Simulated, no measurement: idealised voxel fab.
The following is a process module called voxel self aligned contacts.
We display cut, a cross-section 285 nm in width whose square cells are each 5 nm.
Each cross-section below is a grid of square cells, stated as bands in top-down order, with one or more rows of cells making up each band. It is stipulated that each band's entry specify, in nanometres, the height of the top of the band and then that of its bottom, followed by the materials of the band in left-to-right sequence, each together with its width in nanometres. A single material marked by the word "edge to edge" is understood to fill the band from edge to edge; the word "air" is understood to denote empty space. Measure heights from 0. That's the level where, below it, the as-received wafer is all one material. The lowest band is bottomless and extends downward; write it as in "0..down". A width given as "30..40" starts at the first number in the band's top row and ends at the second number in its bottom row, shifting by an equal amount at every step from row to row. Key: "nothing got changed" - step with no changed cell in the cross-section. In "Voids, sealed" the enclosed voids are listed, meaning empty spaces of 8 cells or larger without any opening to the top. The form is width x height at distance, distance from the left edge, units nm. On each step's line, the part that comes after the settings is the simulator's own comment on the step. overlay nm: for a step with a mask, the amount by which the mask lay right of where it was planned; a negative amount means left of it.
The steps planned for the process are as follows:
1,RECEIVE with material Si
2,OXIDIZE with depth nm 5
3,DIRECTIONAL_DEP with material polySi, thk nm 25
4,DIRECTIONAL_DEP with material SiN, thk nm 15
5,DIRECTIONAL_DEP with material aC, thk nm 15
6,PATTERN with tone cover, mask id GATE, material resist, width nm 25, pitch nm 55, thk nm 30, overlay nm 0
7,DIRECTIONAL_ETCH with etch materials aC, depth nm 15
8,STRIP with etch materials resist
9,DIRECTIONAL_ETCH with etch materials SiN, depth nm 15
10,DIRECTIONAL_ETCH with etch materials polySi, depth nm 25
11,STRIP with etch materials aC
12,CONFORMAL_DEP with material SiN, thk nm 5
13,DIRECTIONAL_ETCH with etch materials SiN, depth nm 5
14,FILL_DEP with material SiO2, thk nm 10
15,CMP with height nm 45
16,MASKED_ETCH with tone open, mask id CONTACT, width nm 40, pitch nm 55, etch materials SiO2, depth nm 50, overlay nm 0
17,CONFORMAL_DEP with material TiN, thk nm 5
18,FILL_DEP with material W, thk nm 5
19,CMP with height nm 45
20,CONFORMAL_DEP with material SiN, thk nm 5
As-received wafer cross-section (after step 1):
	0..down = Si edge to edge
	Voids, sealed: none
Post-module cross-section of the first of two wafers (run per plan):
	50..45 = SiN edge to edge
	45..40 = SiO2 95 nm, then TiN 15 nm, then W 10 nm, then TiN 15 nm, then SiO2 15 nm, then TiN 15 nm, then W 10 nm, then TiN 15 nm, then SiO2 95 nm
	40..25 = SiO2 70 nm, then SiN 35 nm, then TiN 5 nm, then W 10 nm, then TiN 5 nm, then SiN 35 nm, then TiN 5 nm, then W 10 nm, then TiN 5 nm, then SiN 35 nm, then SiO2 70 nm
	25..0 = SiO2 70 nm, then SiN 5 nm, then polySi 25 nm, then SiN 5 nm, then TiN 5 nm, then W 10 nm, then TiN 5 nm, then SiN 5 nm, then polySi 25 nm, then SiN 5 nm, then TiN 5 nm, then W 10 nm, then TiN 5 nm, then SiN 5 nm, then polySi 25 nm, then SiN 5 nm, then SiO2 70 nm
	0..-5 = SiO2 105 nm, then TiN 20 nm, then SiO2 35 nm, then TiN 20 nm, then SiO2 105 nm
	-5..down = Si edge to edge
	Voids, sealed: none
Now the second wafer, cross-sectioned at the end of the module. Nothing different at the start, nothing different in the plan compared with the first, just one mistake when it was actually run:
	50..45 = SiN edge to edge
	45..40 = SiO2 70 nm, then aC 35 nm, then TiN 5 nm, then W 10 nm, then TiN 5 nm, then aC 35 nm, then TiN 5 nm, then W 10 nm, then TiN 5 nm, then aC 35 nm, then SiO2 70 nm
	40..25 = SiO2 70 nm, then aC 5 nm, then SiN 25 nm, then aC 5 nm, then TiN 5 nm, then W 10 nm, then TiN 5 nm, then aC 5 nm, then SiN 25 nm, then aC 5 nm, then TiN 5 nm, then W 10 nm, then TiN 5 nm, then aC 5 nm, then SiN 25 nm, then aC 5 nm, then SiO2 70 nm
	25..10 = SiO2 70 nm, then aC 5 nm, then polySi 25 nm, then aC 5 nm, then TiN 5 nm, then W 10 nm, then TiN 5 nm, then aC 5 nm, then polySi 25 nm, then aC 5 nm, then TiN 5 nm, then W 10 nm, then TiN 5 nm, then aC 5 nm, then polySi 25 nm, then aC 5 nm, then SiO2 70 nm
	10..5 = SiO2 70 nm, then aC 5 nm, then polySi 25 nm, then aC 5 nm, then TiN 20 nm, then aC 5 nm, then polySi 25 nm, then aC 5 nm, then TiN 20 nm, then aC 5 nm, then polySi 25 nm, then aC 5 nm, then SiO2 70 nm
	5..0 = aC 75 nm, then polySi 25 nm, then aC 30 nm, then polySi 25 nm, then aC 30 nm, then polySi 25 nm, then aC 75 nm
	0..-5 = SiO2 edge to edge
	-5..down = Si edge to edge
	Voids, sealed: none
What broke from the plan during processing? step 12, actual vs plan mismatch, actual run CONFORMAL_DEP with material aC, thk nm 5
Final difference in cells, second wafer against first, listed per material as more or fewer: SiN: 48 fewer | SiO2: 33 fewer | TiN: 16 fewer | W: 8 fewer | aC: 105 more
